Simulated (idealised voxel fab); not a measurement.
process module | voxel gate over fins
cross-section cut | 205 nm wide | cells 5 nm
A cross-section is a grid of square cells, given in bands from the top down. A band is one or more rows of cells.
Each band's line starts with the height of the band's top and of its bottom, in nm. Then come its materials from left to right, each with its width in nm. One material with "throughout" fills the band from edge to edge. "air" is empty space.
Height 0 is the level under which the wafer as received is all one material. The lowest band goes on downwards, as in "0 down".
A width such as "30 to 40" changes by the same amount from each row of cells to the next, from the band's top row to its bottom row.
"no change" after a step means that no cell of the cross-section changed.
closed voids: empty space of 8 cells or more with no open way to the top, each as width x height at its distance from the left edge, in nm
after a step's settings: what the simulator itself notes on the step
overlay nm, on a step with a mask: how far to the right of its planned place the mask lay; to the left if negative
plan
1 op RECEIVE | material Si
2 op CONFORMAL_DEP | material SiN | thk nm 5
3 op DIRECTIONAL_DEP | material aC | thk nm 15
4 op PATTERN | tone cover | mask id FINS | material resist | width nm 15 | pitch nm 40 | thk nm 30 | overlay nm 0
5 op DIRECTIONAL_ETCH | etch materials aC | depth nm 15
6 op STRIP | etch materials resist
7 op DIRECTIONAL_ETCH | etch materials SiN | depth nm 5
8 op DIRECTIONAL_ETCH | etch materials Si | depth nm 30
9 op STRIP | etch materials aC
10 op FILL_DEP | material SiO2 | thk nm 10
11 op CMP | height nm 5
12 op SELECTIVE_ETCH | etch materials SiO2 | depth nm 20
13 op STRIP | etch materials SiN
14 op CONFORMAL_DEP | material HfO2 | thk nm 5
15 op CONFORMAL_DEP | material TiN | thk nm 5
16 op CONFORMAL_DEP | material TiAl | thk nm 5
17 op CONFORMAL_DEP | material TiN | thk nm 5
18 op FILL_DEP | material W | thk nm 10
19 op CMP | height nm 25
20 op CONFORMAL_DEP | material SiCN | thk nm 5
first wafer, as planned
as received, after step 1
  0 down: Si throughout
  closed voids: none
after step 2
  5 to 0: SiN throughout
  below 0: unchanged
after step 3
  20 to 5: aC throughout
  below 5: unchanged
after step 4
  50 to 20: air 35 | resist 15 | air 25 | resist 15 | air 25 | resist 15 | air 25 | resist 15 | air 35
  below 20: unchanged
after step 5
  35 to 20: air 35 | resist 15 | air 25 | resist 15 | air 25 | resist 15 | air 25 | resist 15 | air 35
  20 to 5: air 35 | aC 15 | air 25 | aC 15 | air 25 | aC 15 | air 25 | aC 15 | air 35
  below 5: unchanged
after step 6
  20 to 5: air 35 | aC 15 | air 25 | aC 15 | air 25 | aC 15 | air 25 | aC 15 | air 35
  below 5: unchanged
after step 7
  20 to 5: air 35 | aC 15 | air 25 | aC 15 | air 25 | aC 15 | air 25 | aC 15 | air 35
  5 to 0: air 35 | SiN 15 | air 25 | SiN 15 | air 25 | SiN 15 | air 25 | SiN 15 | air 35
  below 0: unchanged
after step 8
  20 to 5: air 35 | aC 15 | air 25 | aC 15 | air 25 | aC 15 | air 25 | aC 15 | air 35
  5 to 0: air 35 | SiN 15 | air 25 | SiN 15 | air 25 | SiN 15 | air 25 | SiN 15 | air 35
  0 to -30: air 35 | Si 15 | air 25 | Si 15 | air 25 | Si 15 | air 25 | Si 15 | air 35
  below -30: unchanged
after step 9
  5 to 0: air 35 | SiN 15 | air 25 | SiN 15 | air 25 | SiN 15 | air 25 | SiN 15 | air 35
  below 0: unchanged
after step 10
  15 to 5: SiO2 throughout
  5 to 0: SiO2 35 | SiN 15 | SiO2 25 | SiN 15 | SiO2 25 | SiN 15 | SiO2 25 | SiN 15 | SiO2 35
  0 to -30: SiO2 35 | Si 15 | SiO2 25 | Si 15 | SiO2 25 | Si 15 | SiO2 25 | Si 15 | SiO2 35
  below -30: unchanged
after step 11
  5 to 0: SiO2 35 | SiN 15 | SiO2 25 | SiN 15 | SiO2 25 | SiN 15 | SiO2 25 | SiN 15 | SiO2 35
  below 0: unchanged
after step 12
  5 to 0: air 35 | SiN 15 | air 25 | SiN 15 | air 25 | SiN 15 | air 25 | SiN 15 | air 35
  0 to -15: air 35 | Si 15 | air 25 | Si 15 | air 25 | Si 15 | air 25 | Si 15 | air 35
  below -15: unchanged
after step 13
  0 to -15: air 35 | Si 15 | air 25 | Si 15 | air 25 | Si 15 | air 25 | Si 15 | air 35
  below -15: unchanged
after step 14
  5 to 0: air 30 | HfO2 25 | air 15 | HfO2 25 | air 15 | HfO2 25 | air 15 | HfO2 25 | air 30
  0 to -10: air 30 | HfO2 5 | Si 15 | HfO2 5 | air 15 | HfO2 5 | Si 15 | HfO2 5 | air 15 | HfO2 5 | Si 15 | HfO2 5 | air 15 | HfO2 5 | Si 15 | HfO2 5 | air 30
  -10 to -15: HfO2 35 | Si 15 | HfO2 25 | Si 15 | HfO2 25 | Si 15 | HfO2 25 | Si 15 | HfO2 35
  below -15: unchanged
after step 15
  10 to 5: air 25 | TiN 35 | air 5 | TiN 35 | air 5 | TiN 35 | air 5 | TiN 35 | air 25
  5 to 0: air 25 | TiN 5 | HfO2 25 | TiN 5 | air 5 | TiN 5 | HfO2 25 | TiN 5 | air 5 | TiN 5 | HfO2 25 | TiN 5 | air 5 | TiN 5 | HfO2 25 | TiN 5 | air 25
  0 to -5: air 25 | TiN 5 | HfO2 5 | Si 15 | HfO2 5 | TiN 5 | air 5 | TiN 5 | HfO2 5 | Si 15 | HfO2 5 | TiN 5 | air 5 | TiN 5 | HfO2 5 | Si 15 | HfO2 5 | TiN 5 | air 5 | TiN 5 | HfO2 5 | Si 15 | HfO2 5 | TiN 5 | air 25
  -5 to -10: TiN 30 | HfO2 5 | Si 15 | HfO2 5 | TiN 15 | HfO2 5 | Si 15 | HfO2 5 | TiN 15 | HfO2 5 | Si 15 | HfO2 5 | TiN 15 | HfO2 5 | Si 15 | HfO2 5 | TiN 30
  below -10: unchanged
after step 16
  15 to 10: air 20 | TiAl 165 | air 20
  10 to 5: air 20 | TiAl 5 | TiN 35 | TiAl 5 | TiN 35 | TiAl 5 | TiN 35 | TiAl 5 | TiN 35 | TiAl 5 | air 20
  5 to 0: air 20 | TiAl 5 | TiN 5 | HfO2 25 | TiN 5 | TiAl 5 | TiN 5 | HfO2 25 | TiN 5 | TiAl 5 | TiN 5 | HfO2 25 | TiN 5 | TiAl 5 | TiN 5 | HfO2 25 | TiN 5 | TiAl 5 | air 20
  0 to -5: TiAl 25 | TiN 5 | HfO2 5 | Si 15 | HfO2 5 | TiN 5 | TiAl 5 | TiN 5 | HfO2 5 | Si 15 | HfO2 5 | TiN 5 | TiAl 5 | TiN 5 | HfO2 5 | Si 15 | HfO2 5 | TiN 5 | TiAl 5 | TiN 5 | HfO2 5 | Si 15 | HfO2 5 | TiN 5 | TiAl 25
  below -5: unchanged
after step 17
  20 to 15: air 15 | TiN 175 | air 15
  15 to 10: air 15 | TiN 5 | TiAl 165 | TiN 5 | air 15
  10 to 5: air 15 | TiN 5 | TiAl 5 | TiN 35 | TiAl 5 | TiN 35 | TiAl 5 | TiN 35 | TiAl 5 | TiN 35 | TiAl 5 | TiN 5 | air 15
  5 to 0: TiN 20 | TiAl 5 | TiN 5 | HfO2 25 | TiN 5 | TiAl 5 | TiN 5 | HfO2 25 | TiN 5 | TiAl 5 | TiN 5 | HfO2 25 | TiN 5 | TiAl 5 | TiN 5 | HfO2 25 | TiN 5 | TiAl 5 | TiN 20
  below 0: unchanged
after step 18
  30 to 20: W throughout
  20 to 15: W 15 | TiN 175 | W 15
  15 to 10: W 15 | TiN 5 | TiAl 165 | TiN 5 | W 15
  10 to 5: W 15 | TiN 5 | TiAl 5 | TiN 35 | TiAl 5 | TiN 35 | TiAl 5 | TiN 35 | TiAl 5 | TiN 35 | TiAl 5 | TiN 5 | W 15
  below 5: unchanged
after step 19
  25 to 20: W throughout
  below 20: unchanged
after step 20
  30 to 25: SiCN throughout
  below 25: unchanged
second wafer: like start, like plan, one mistake. Through step 3 it matches the first wafer
when step 4 should have ended
  50 to 20: resist 35 | air 15 | resist 25 | air 15 | resist 25 | air 15 | resist 25 | air 15 | resist 35
  below 20: unchanged
when step 5 should have ended
  35 to 20: resist 35 | air 15 | resist 25 | air 15 | resist 25 | air 15 | resist 25 | air 15 | resist 35
  20 to 5: aC 35 | air 15 | aC 25 | air 15 | aC 25 | air 15 | aC 25 | air 15 | aC 35
  below 5: unchanged
when step 6 should have ended
  20 to 5: aC 35 | air 15 | aC 25 | air 15 | aC 25 | air 15 | aC 25 | air 15 | aC 35
  below 5: unchanged
when step 7 should have ended
  20 to 5: aC 35 | air 15 | aC 25 | air 15 | aC 25 | air 15 | aC 25 | air 15 | aC 35
  5 to 0: SiN 35 | air 15 | SiN 25 | air 15 | SiN 25 | air 15 | SiN 25 | air 15 | SiN 35
  below 0: unchanged
when step 8 should have ended
  20 to 5: aC 35 | air 15 | aC 25 | air 15 | aC 25 | air 15 | aC 25 | air 15 | aC 35
  5 to 0: SiN 35 | air 15 | SiN 25 | air 15 | SiN 25 | air 15 | SiN 25 | air 15 | SiN 35
  0 to -30: Si 35 | air 15 | Si 25 | air 15 | Si 25 | air 15 | Si 25 | air 15 | Si 35
  below -30: unchanged
when step 9 should have ended
  5 to 0: SiN 35 | air 15 | SiN 25 | air 15 | SiN 25 | air 15 | SiN 25 | air 15 | SiN 35
  below 0: unchanged
when step 10 should have ended
  15 to 5: SiO2 throughout
  5 to 0: SiN 35 | SiO2 15 | SiN 25 | SiO2 15 | SiN 25 | SiO2 15 | SiN 25 | SiO2 15 | SiN 35
  0 to -30: Si 35 | SiO2 15 | Si 25 | SiO2 15 | Si 25 | SiO2 15 | Si 25 | SiO2 15 | Si 35
  below -30: unchanged
when step 11 should have ended
  5 to 0: SiN 35 | SiO2 15 | SiN 25 | SiO2 15 | SiN 25 | SiO2 15 | SiN 25 | SiO2 15 | SiN 35
  below 0: unchanged
when step 12 should have ended
  5 to 0: SiN 35 | air 15 | SiN 25 | air 15 | SiN 25 | air 15 | SiN 25 | air 15 | SiN 35
  0 to -15: Si 35 | air 15 | Si 25 | air 15 | Si 25 | air 15 | Si 25 | air 15 | Si 35
  below -15: unchanged
when step 13 should have ended
  0 to -15: Si 35 | air 15 | Si 25 | air 15 | Si 25 | air 15 | Si 25 | air 15 | Si 35
  below -15: unchanged
when step 14 should have ended
  5 to 0: HfO2 40 | air 5 | HfO2 35 | air 5 | HfO2 35 | air 5 | HfO2 35 | air 5 | HfO2 40
  0 to -10: Si 35 | HfO2 5 | air 5 | HfO2 5 | Si 25 | HfO2 5 | air 5 | HfO2 5 | Si 25 | HfO2 5 | air 5 | HfO2 5 | Si 25 | HfO2 5 | air 5 | HfO2 5 | Si 35
  -10 to -15: Si 35 | HfO2 15 | Si 25 | HfO2 15 | Si 25 | HfO2 15 | Si 25 | HfO2 15 | Si 35
  below -15: unchanged
when step 15 should have ended
  10 to 5: TiN throughout
  5 to 0: HfO2 40 | TiN 5 | HfO2 35 | TiN 5 | HfO2 35 | TiN 5 | HfO2 35 | TiN 5 | HfO2 40
  0 to -10: Si 35 | HfO2 5 | TiN 5 | HfO2 5 | Si 25 | HfO2 5 | TiN 5 | HfO2 5 | Si 25 | HfO2 5 | TiN 5 | HfO2 5 | Si 25 | HfO2 5 | TiN 5 | HfO2 5 | Si 35
  below -10: unchanged
when step 16 should have ended
  15 to 10: TiAl throughout
  below 10: unchanged
when step 17 should have ended
  20 to 15: TiN throughout
  below 15: unchanged
when step 18 should have ended
  30 to 20: W throughout
  below 20: unchanged
when step 19 should have ended
  25 to 20: W throughout
  below 20: unchanged
when step 20 should have ended
  30 to 25: SiCN throughout
  below 25: unchanged
what went wrong: step 4 ran as: op PATTERN | tone open | mask id FINS | material resist | width nm 15 | pitch nm 40 | thk nm 30 | overlay nm 0
at the end the second wafer has, in cells: 102 more of Si | 51 fewer of SiO2 | 15 fewer of TiAl | 18 fewer of TiN | 18 fewer of W
